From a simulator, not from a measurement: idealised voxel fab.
This is a process module. Its name is voxel trench capacitor.
cross-section cut | 275 nm wide | cells 5 nm
Cross-section = grid of square cells, listed top down in bands; band = one or more rows. It is stipulated that each band's entry specify, in nanometres, the height of the top of the band and then that of its bottom, followed by the materials of the band in left-to-right sequence, each together with its width in nanometres. A single material marked by the word "throughout" is understood to fill the band from edge to edge; the word "air" is understood to denote empty space. Height datum 0, below which the as-received substrate wafer is one material. Lowest band open at the bottom, running downward: "0 down". You'd read "30->40" like this: the band's top row of cells is as wide as the first number, its bottom row is as wide as the second, and going down, every row changes width by the same amount as the row before did. "remained the same", as given for a step, is the statement that not any cell of the cross-section underwent a change during that step. "Closed voids list": sealed empty spaces, 8 cells or more, no open way to top, listed width x height at distance, with distance from the left edge and width, height and distance in nm. What comes after the settings on a step's line is commentary from the simulator itself on that step. overlay nm: where the mask lay relative to plan, measured to the right, on steps with a mask; negatives go left.

-- Intended process steps
1) RECEIVE (material Si)
2) CONFORMAL_DEP (material SiN; thk nm 5)
3) PATTERN (tone open; mask id TRENCH; material resist; width nm 30; pitch nm 50; thk nm 15; overlay nm 0)
4) DIRECTIONAL_ETCH (etch materials SiN; depth nm 5)
5) DIRECTIONAL_ETCH (etch materials Si; depth nm 25)
6) STRIP (etch materials resist)
7) CONFORMAL_DEP (material HfO2; thk nm 5)
8) CONFORMAL_DEP (material TiN; thk nm 5)
9) FILL_DEP (material W; thk nm 10)
10) CMP (height nm 5)

-- As-received wafer cross-section (after step 1)
0 down = Si throughout
Closed voids list: none

-- Post-module cross-section: identical start and plan to those above, one misstep in execution
5 to 0 = SiN 95 nm; HfO2 5 nm; TiN 5 nm; W 10 nm; TiN 5 nm; HfO2 5 nm; SiN 20 nm; HfO2 5 nm; TiN 5 nm; W 10 nm; TiN 5 nm; HfO2 5 nm; SiN 100 nm
0 to -20 = Si 95 nm; HfO2 5 nm; TiN 5 nm; W 10 nm; TiN 5 nm; HfO2 5 nm; Si 20 nm; HfO2 5 nm; TiN 5 nm; W 10 nm; TiN 5 nm; HfO2 5 nm; Si 100 nm
-20 to -25 = Si 95 nm; HfO2 5 nm; TiN 20 nm; HfO2 5 nm; Si 20 nm; HfO2 5 nm; TiN 20 nm; HfO2 5 nm; Si 100 nm
-25 to -30 = Si 95 nm; HfO2 30 nm; Si 20 nm; HfO2 30 nm; Si 100 nm
-30 down = Si throughout
Closed voids list: none
Diagnosis: planned and actual differ for step 5; actual: DIRECTIONAL_ETCH (etch materials Si; depth nm 30)
